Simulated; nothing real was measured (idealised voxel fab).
Process module name: voxel transistor to metal
Square cell edge 5 nm, section width 215 nm, ID cut.
Cross-section format: a grid of square cells, given as bands from top to bottom; each band is one or more rows of cells. Basically the band line says how high the top is and how high the bottom is, in nm, and then what's in it from left to right, every material with its width in nm. Empty space shows up as "blank", and if a single material carries "edge to edge" it runs the full band edge to edge. A quick word on heights: they are counted from 0, and under that level the wafer as it came to us is one material throughout. The lowest band is different from the rest in having no bottom; it simply continues downward, written as in "top 0, no bottom". Read "30..40" as a graded width: first number on top, second number at the bottom, same change between each pair of neighbouring rows. You'll sometimes find "no alterations made" written for a step, and that's the way of saying that nowhere in the cross-section did a cell change during that step. Voids not open to the top, 8 cells minimum: see "Tabulated closed voids". Written width x height at distance; distance is from the left edge; nm. It should be noted that, on the line of a given step, the content following the step's settings is a remark produced by the simulator itself with respect to that step. You can add "overlay nm" to a step's line. For a step with a mask, it describes how far the mask lay to the right of its planned position, and a negative number describes a lay to the left.
[So here's the lineup of process steps we planned]
- 1: RECEIVE | material Si
- 2: CONFORMAL_DEP | material SiO2 | thk nm 5
- 3: CONFORMAL_DEP | material SiN | thk nm 10
- 4: DIRECTIONAL_DEP | material aC | thk nm 15
- 5: PATTERN | tone cover | mask id ACTIVE | material resist | width nm 115 | thk nm 30 | overlay nm 0
- 6: DIRECTIONAL_ETCH | etch materials aC | depth nm 15
- 7: STRIP | etch materials resist
- 8: DIRECTIONAL_ETCH | etch materials SiN | depth nm 10
- 9: DIRECTIONAL_ETCH | etch materials SiO2 | depth nm 5
- 10: DIRECTIONAL_ETCH | etch materials Si | depth nm 30
- 11: STRIP | etch materials aC
- 12: FILL_DEP | material SiO2 | thk nm 10
- 13: CMP | height nm 15
- 14: SELECTIVE_ETCH | etch materials SiO2 | depth nm 5
- 15: STRIP | etch materials SiN
- 16: SELECTIVE_ETCH | etch materials SiO2 | depth nm 5
- 17: OXIDIZE | depth nm 5
- 18: DIRECTIONAL_DEP | material polySi | thk nm 30
- 19: DIRECTIONAL_DEP | material SiCN | thk nm 15
- 20: MASKED_ETCH | tone cover | mask id GATE | width nm 35 | etch materials SiCN | depth nm 25 | overlay nm 0
- 21: MASKED_ETCH | tone cover | mask id GATE | width nm 35 | etch materials polySi | depth nm 40 | overlay nm 0
- 22: CONFORMAL_DEP | material SiO2 | thk nm 5
- 23: DIRECTIONAL_ETCH | etch materials SiO2 | depth nm 5
- 24: CONFORMAL_DEP | material SiN | thk nm 5
- 25: DIRECTIONAL_ETCH | etch materials SiN | depth nm 5
- 26: DIRECTIONAL_ETCH | etch materials SiO2 | depth nm 5
- 27: DIRECTIONAL_ETCH | etch materials Si | depth nm 15
- 28: EPI | material pSi | thk nm 20
- 29: FILL_DEP | material SiO2 | thk nm 5
- 30: CMP | height nm 30
- 31: STRIP | etch materials polySi
- 32: SELECTIVE_ETCH | etch materials SiO2 | depth nm 5
- 33: CONFORMAL_DEP | material HfO2 | thk nm 5
- 34: CONFORMAL_DEP | material TiN | thk nm 5
- 35: FILL_DEP | material W | thk nm 5
- 36: CMP | height nm 25
- 37: DIRECTIONAL_DEP | material SiO2 | thk nm 10
- 38: MASKED_ETCH | tone open | mask id CONTACT | width nm 20 | pitch nm 85 | etch materials SiO2 | depth nm 20 | overlay nm 0
- 39: CONFORMAL_DEP | material TiN | thk nm 5
- 40: FILL_DEP | material W | thk nm 5
- 41: CMP | height nm 35
- 42: DIRECTIONAL_DEP | material TiN | thk nm 5
- 43: DIRECTIONAL_DEP | material W | thk nm 15
- 44: MASKED_ETCH | tone cover | mask id METAL_1 | width nm 20 | pitch nm 85 | etch materials W | depth nm 5 | overlay nm 0
- 45: MASKED_ETCH | tone cover | mask id METAL_1 | width nm 20 | pitch nm 85 | etch materials TiN | depth nm 5 | overlay nm 0
- 46: FILL_DEP | material SiO2 | thk nm 5
- 47: CMP | height nm 55
- 48: CONFORMAL_DEP | material SiN | thk nm 5
Don't read the plan's depth nm for step 44 as applying to every wafer: that's the first wafer's value, and the wafers differ in it, though they all start identical.
[First of several wafers (as received, post step 1), cross-sectional view]
  top 0, no bottom  Si edge to edge
  Tabulated closed voids: none
[each wafer at the end: cells of each material gained (+) or lost (-) since it was received, then its closed voids]
depth nm 5 | +19 HfO2 | -173 Si | +55 SiN | +331 SiO2 | +78 TiN | +126 W | +80 pSi | Tabulated closed voids: none
depth nm 10 | +19 HfO2 | -173 Si | +55 SiN | +366 SiO2 | +78 TiN | +91 W | +80 pSi | Tabulated closed voids: none
depth nm 15 | +19 HfO2 | -173 Si | +55 SiN | +436 SiO2 | +43 TiN | +56 W | +80 pSi | Tabulated closed voids: none
depth nm 20 | +19 HfO2 | -173 Si | +55 SiN | +436 SiO2 | +43 TiN | +56 W | +80 pSi | Tabulated closed voids: none
depth nm 25 | +19 HfO2 | -173 Si | +55 SiN | +436 SiO2 | +43 TiN | +56 W | +80 pSi | Tabulated closed voids: none
depth nm 30 | +19 HfO2 | -173 Si | +55 SiN | +436 SiO2 | +43 TiN | +56 W | +80 pSi | Tabulated closed voids: none
